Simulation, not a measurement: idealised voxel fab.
Proc. module: voxel lift off
The width of the displayed cross-section, cut, is 165 nm; its cells are square, with a size of 5 nm.
Bands, listed from the top down, are how a cross-section gets written in this document; the cross-section itself is a grid of square cells, and a band is one or more rows of them. For a band, the entry starts with two heights in nm, that of the top and then that of the bottom, and carries on with the band's materials in order from left to right, each alongside its width in nm; the word "full width" beside a single material means it fills the band edge to edge, and "blank" means empty space. It should be noted that heights are counted from 0, beneath which the wafer as supplied is of one material throughout, and that the lowest band possesses no lower boundary but continues downward, as written in "0..down". Think of "30 to 40" as a width that walks from the first number to the second as you go down the band, top row to bottom row, taking equal-sized steps from row to row. Given "everything unchanged" for a step, no cell of the cross-section differs between before and after that step. Look at "Completely sealed voids" for the closed voids: empty spaces with no open path to the top, sized 8 cells or up. Each is width x height at distance, distance from the left edge, all nm. Past the settings on a step's line: simulator remark, on that step. The optional step-line setting "overlay nm" applies to steps with a mask and quantifies how far to the right of its planned location the mask lay, a negative value indicating leftward placement.

The following list gives the planned process steps
| 1 | op RECEIVE | material Si |
| 2 | op CONFORMAL_DEP | material Al2O3 | thk nm 5 |
| 3 | op PATTERN | tone open | mask id LINES | material resist | width nm 30 | pitch nm 45 | thk nm 15 | overlay nm 0 |
| 4 | op DIRECTIONAL_DEP | material Ru | thk nm 5 |
| 5 | op STRIP | etch materials resist |
| 6 | op CONFORMAL_DEP | material SiN | thk nm 5 |

First wafer of two (run as planned)

Incoming wafer, cross-sectional view, post step 1
> 0..down = Si full width
> Completely sealed voids: none

Take a look at the wafer's cross-section after step 2
> 5..0 = Al2O3 full width
> Beneath the level 0, the cross-section is identical to its previous state.

Take a look at the wafer's cross-section after step 3
> 20..5 = resist=20, blank=30, resist=15, blank=30, resist=15, blank=30, resist=25
> Beneath the level 5, the cross-section is identical to its previous state.

Take a look at the wafer's cross-section after step 4
> 25..20 = Ru=20, blank=30, Ru=15, blank=30, Ru=15, blank=30, Ru=25
> 20..10 = resist=20, blank=30, resist=15, blank=30, resist=15, blank=30, resist=25
> 10..5 = resist=20, Ru=30, resist=15, Ru=30, resist=15, Ru=30, resist=25
> Beneath the level 5, the cross-section is identical to its previous state.

Take a look at the wafer's cross-section after step 5
> 10..5 = blank=20, Ru=30, blank=15, Ru=30, blank=15, Ru=30, blank=25
> Beneath the level 5, the cross-section is identical to its previous state.

Take a look at the wafer's cross-section after step 6
> 15..10 = blank=15, SiN=40, blank=5, SiN=40, blank=5, SiN=40, blank=20
> 10..5 = SiN=20, Ru=30, SiN=15, Ru=30, SiN=15, Ru=30, SiN=25
> Beneath the level 5, the cross-section is identical to its previous state.

The second wafer was prepared from the same starting point and under the same plan as the first; its processing contained one mistake, and it remains indistinguishable from the first wafer up to and including step 5

Cross-section: second wafer, time at which step 6 was scheduled to end
> 15..10 = blank=15, Ru=40, blank=5, Ru=40, blank=5, Ru=40, blank=20
> 10..5 = Ru full width
> Beneath the level 5, the cross-section is identical to its previous state.
Against the plan, the run slipped here: heads up, step 6 didn't go per plan, it actually ran as op CONFORMAL_DEP | material Ru | thk nm 5
End check, counted in cells, second wafer has more or fewer of these materials than the first: Ru +39, SiN -39
